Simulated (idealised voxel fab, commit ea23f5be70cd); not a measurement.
Presented below is a process module, voxel self aligned vias.
In the cross-section labelled cut, the width is 250 nm and each square cell is 5 nm.
Bands, listed from the top down, are how a cross-section gets written in this document; the cross-section itself is a grid of square cells, and a band is one or more rows of them.
Heads up on the band format: heights come first, top then bottom, in nm. After that it's the materials left to right, each with its width in nm. A single material flagged "full width" fills the whole band edge to edge, and "air" means there's empty space there.
Height datum 0, below which the as-received substrate wafer is one material. Lowest band open at the bottom, running downward: "0 -> down".
It should be noted that a width expressed as "30..40" varies in equal increments from row to row of cells within the band, taking the value of the first number at the top row and that of the second number at the bottom row.
Reading "remained unchanged" for a step: not a cell of the cross-section changed in it.
Basically, "Sealed voids" tells you about the enclosed voids: empty spaces with no open way to the top, 8 cells or bigger, each written width x height at distance, where distance is from the left edge, all in nm.
Where a step's line continues beyond its settings, the continuation is a remark by the simulator itself on that step.
Among the settings permitted on a step's line is "overlay nm"; applied to a step with a mask, it specifies the extent to which the mask lay to the right of its planned position, whereas a negative figure signifies a position to the left.
[Planned process steps]
1. RECEIVE,material Si
2. CONFORMAL_DEP,material SiO2,thk nm 15
3. CONFORMAL_DEP,material SiCN,thk nm 5
4. DIRECTIONAL_DEP,material lowk,thk nm 25
5. MASKED_ETCH,tone open,mask id LINES,width nm 25,pitch nm 60,etch materials lowk,depth nm 25,overlay nm 0
6. CONFORMAL_DEP,material TiN,thk nm 5
7. FILL_DEP,material Ru,thk nm 5
8. CMP,height nm 45
9. SELECTIVE_ETCH,etch materials W Ru TiN,depth nm 10
10. FILL_DEP,material SiN,thk nm 5
11. CMP,height nm 45
12. DIRECTIONAL_DEP,material lowk,thk nm 20
13. PATTERN,tone open,mask id VIAS,material resist,width nm 45,thk nm 20,overlay nm 0
14. DIRECTIONAL_ETCH,etch materials lowk,depth nm 20
15. DIRECTIONAL_ETCH,etch materials SiN,depth nm 10
16. STRIP,etch materials resist
17. CONFORMAL_DEP,material TiN,thk nm 5
18. FILL_DEP,material Ru,thk nm 5
19. CMP,height nm 65
20. CONFORMAL_DEP,material SiCN,thk nm 5
[First of two wafers, with the run carried out as planned]
[Step 1 complete: cross-section of the wafer as received]
- 0 -> down  Si full width
- Sealed voids: none
[The wafer in cross-section once step 2 is complete]
- 15 -> 0  SiO2 full width
- Beneath the level 0, the cross-section is identical to its previous state.
[The wafer in cross-section once step 3 is complete]
- 20 -> 15  SiCN full width
- Beneath the level 15, the cross-section is identical to its previous state.
[The wafer in cross-section once step 4 is complete]
- 45 -> 20  lowk full width
- Beneath the level 20, the cross-section is identical to its previous state.
[The wafer in cross-section once step 5 is complete]
- 45 -> 20  80 lowk / 25 air / 35 lowk / 25 air / 85 lowk
- Beneath the level 20, the cross-section is identical to its previous state.
[The wafer in cross-section once step 6 is complete]
- 50 -> 45  85 TiN / 15 air / 45 TiN / 15 air / 90 TiN
- 45 -> 25  80 lowk / 5 TiN / 15 air / 5 TiN / 35 lowk / 5 TiN / 15 air / 5 TiN / 85 lowk
- 25 -> 20  80 lowk / 25 TiN / 35 lowk / 25 TiN / 85 lowk
- Beneath the level 20, the cross-section is identical to its previous state.
[The wafer in cross-section once step 7 is complete]
- 55 -> 50  Ru full width
- 50 -> 45  85 TiN / 15 Ru / 45 TiN / 15 Ru / 90 TiN
- 45 -> 25  80 lowk / 5 TiN / 15 Ru / 5 TiN / 35 lowk / 5 TiN / 15 Ru / 5 TiN / 85 lowk
- Beneath the level 25, the cross-section is identical to its previous state.
[The wafer in cross-section once step 8 is complete]
- 45 -> 25  80 lowk / 5 TiN / 15 Ru / 5 TiN / 35 lowk / 5 TiN / 15 Ru / 5 TiN / 85 lowk
- Beneath the level 25, the cross-section is identical to its previous state.
[The wafer in cross-section once step 9 is complete]
- 45 -> 35  80 lowk / 25 air / 35 lowk / 25 air / 85 lowk
- Beneath the level 35, the cross-section is identical to its previous state.
[The wafer in cross-section once step 10 is complete]
- 50 -> 45  SiN full width
- 45 -> 35  80 lowk / 25 SiN / 35 lowk / 25 SiN / 85 lowk
- Beneath the level 35, the cross-section is identical to its previous state.
[The wafer in cross-section once step 11 is complete]
- 45 -> 35  80 lowk / 25 SiN / 35 lowk / 25 SiN / 85 lowk
- Beneath the level 35, the cross-section is identical to its previous state.
[The wafer in cross-section once step 12 is complete]
- 65 -> 45  lowk full width
- Beneath the level 45, the cross-section is identical to its previous state.
[The wafer in cross-section once step 13 is complete]
- 85 -> 65  70 resist / 45 air / 135 resist
- Beneath the level 65, the cross-section is identical to its previous state.
[The wafer in cross-section once step 14 is complete]
- 85 -> 65  70 resist / 45 air / 135 resist
- 65 -> 45  70 lowk / 45 air / 135 lowk
- Beneath the level 45, the cross-section is identical to its previous state.
[The wafer in cross-section once step 15 is complete]
- 85 -> 65  70 resist / 45 air / 135 resist
- 65 -> 45  70 lowk / 45 air / 135 lowk
- 45 -> 35  80 lowk / 25 air / 35 lowk / 25 SiN / 85 lowk
- Beneath the level 35, the cross-section is identical to its previous state.
[The wafer in cross-section once step 16 is complete]
- 65 -> 45  70 lowk / 45 air / 135 lowk
- Beneath the level 45, the cross-section is identical to its previous state.
[The wafer in cross-section once step 17 is complete]
- 70 -> 65  75 TiN / 35 air / 140 TiN
- 65 -> 50  70 lowk / 5 TiN / 35 air / 5 TiN / 135 lowk
- 50 -> 45  70 lowk / 15 TiN / 15 air / 15 TiN / 135 lowk
- 45 -> 40  80 lowk / 5 TiN / 15 air / 5 TiN / 35 lowk / 25 SiN / 85 lowk
- 40 -> 35  80 lowk / 25 TiN / 35 lowk / 25 SiN / 85 lowk
- Beneath the level 35, the cross-section is identical to its previous state.
[The wafer in cross-section once step 18 is complete]
- 75 -> 70  Ru full width
- 70 -> 65  75 TiN / 35 Ru / 140 TiN
- 65 -> 50  70 lowk / 5 TiN / 35 Ru / 5 TiN / 135 lowk
- 50 -> 45  70 lowk / 15 TiN / 15 Ru / 15 TiN / 135 lowk
- 45 -> 40  80 lowk / 5 TiN / 15 Ru / 5 TiN / 35 lowk / 25 SiN / 85 lowk
- Beneath the level 40, the cross-section is identical to its previous state.
[The wafer in cross-section once step 19 is complete]
- 65 -> 50  70 lowk / 5 TiN / 35 Ru / 5 TiN / 135 lowk
- Beneath the level 50, the cross-section is identical to its previous state.
[The wafer in cross-section once step 20 is complete]
- 70 -> 65  SiCN full width
- Beneath the level 65, the cross-section is identical to its previous state.
[Regarding the second of the two wafers: it shared the first wafer's starting condition and process plan, yet one error occurred during its execution. Its history coincides with that of the first wafer up to and including step 12]
[Second wafer profile in section, at the moment step 13 of the plan was meant to be complete]
- 85 -> 65  65 resist / 45 air / 140 resist
- Beneath the level 65, the cross-section is identical to its previous state.
[Second wafer profile in section, at the moment step 14 of the plan was meant to be complete]
- 85 -> 65  65 resist / 45 air / 140 resist
- 65 -> 45  65 lowk / 45 air / 140 lowk
- Beneath the level 45, the cross-section is identical to its previous state.
[Second wafer profile in section, at the moment step 15 of the plan was meant to be complete]
- 85 -> 65  65 resist / 45 air / 140 resist
- 65 -> 45  65 lowk / 45 air / 140 lowk
- 45 -> 35  80 lowk / 25 air / 35 lowk / 25 SiN / 85 lowk
- Beneath the level 35, the cross-section is identical to its previous state.
[Second wafer profile in section, at the moment step 16 of the plan was meant to be complete]
- 65 -> 45  65 lowk / 45 air / 140 lowk
- Beneath the level 45, the cross-section is identical to its previous state.
[Second wafer profile in section, at the moment step 17 of the plan was meant to be complete]
- 70 -> 65  70 TiN / 35 air / 145 TiN
- 65 -> 50  65 lowk / 5 TiN / 35 air / 5 TiN / 140 lowk
- 50 -> 45  65 lowk / 20 TiN / 15 air / 10 TiN / 140 lowk
- 45 -> 40  80 lowk / 5 TiN / 15 air / 5 TiN / 35 lowk / 25 SiN / 85 lowk
- 40 -> 35  80 lowk / 25 TiN / 35 lowk / 25 SiN / 85 lowk
- Beneath the level 35, the cross-section is identical to its previous state.
[Second wafer profile in section, at the moment step 18 of the plan was meant to be complete]
- 75 -> 70  Ru full width
- 70 -> 65  70 TiN / 35 Ru / 145 TiN
- 65 -> 50  65 lowk / 5 TiN / 35 Ru / 5 TiN / 140 lowk
- 50 -> 45  65 lowk / 20 TiN / 15 Ru / 10 TiN / 140 lowk
- 45 -> 40  80 lowk / 5 TiN / 15 Ru / 5 TiN / 35 lowk / 25 SiN / 85 lowk
- Beneath the level 40, the cross-section is identical to its previous state.
[Second wafer profile in section, at the moment step 19 of the plan was meant to be complete]
- 65 -> 50  65 lowk / 5 TiN / 35 Ru / 5 TiN / 140 lowk
- Beneath the level 50, the cross-section is identical to its previous state.
[Second wafer profile in section, at the moment step 20 of the plan was meant to be complete]
- 70 -> 65  SiCN full width
- Beneath the level 65, the cross-section is identical to its previous state.
Plan not followed: step 13, actual vs plan mismatch, actual run PATTERN,tone open,mask id VIAS,material resist,width nm 45,thk nm 20,overlay nm -5
By the end, you'd get the same cell count for each material on either wafer, but the second wafer puts them somewhere else.
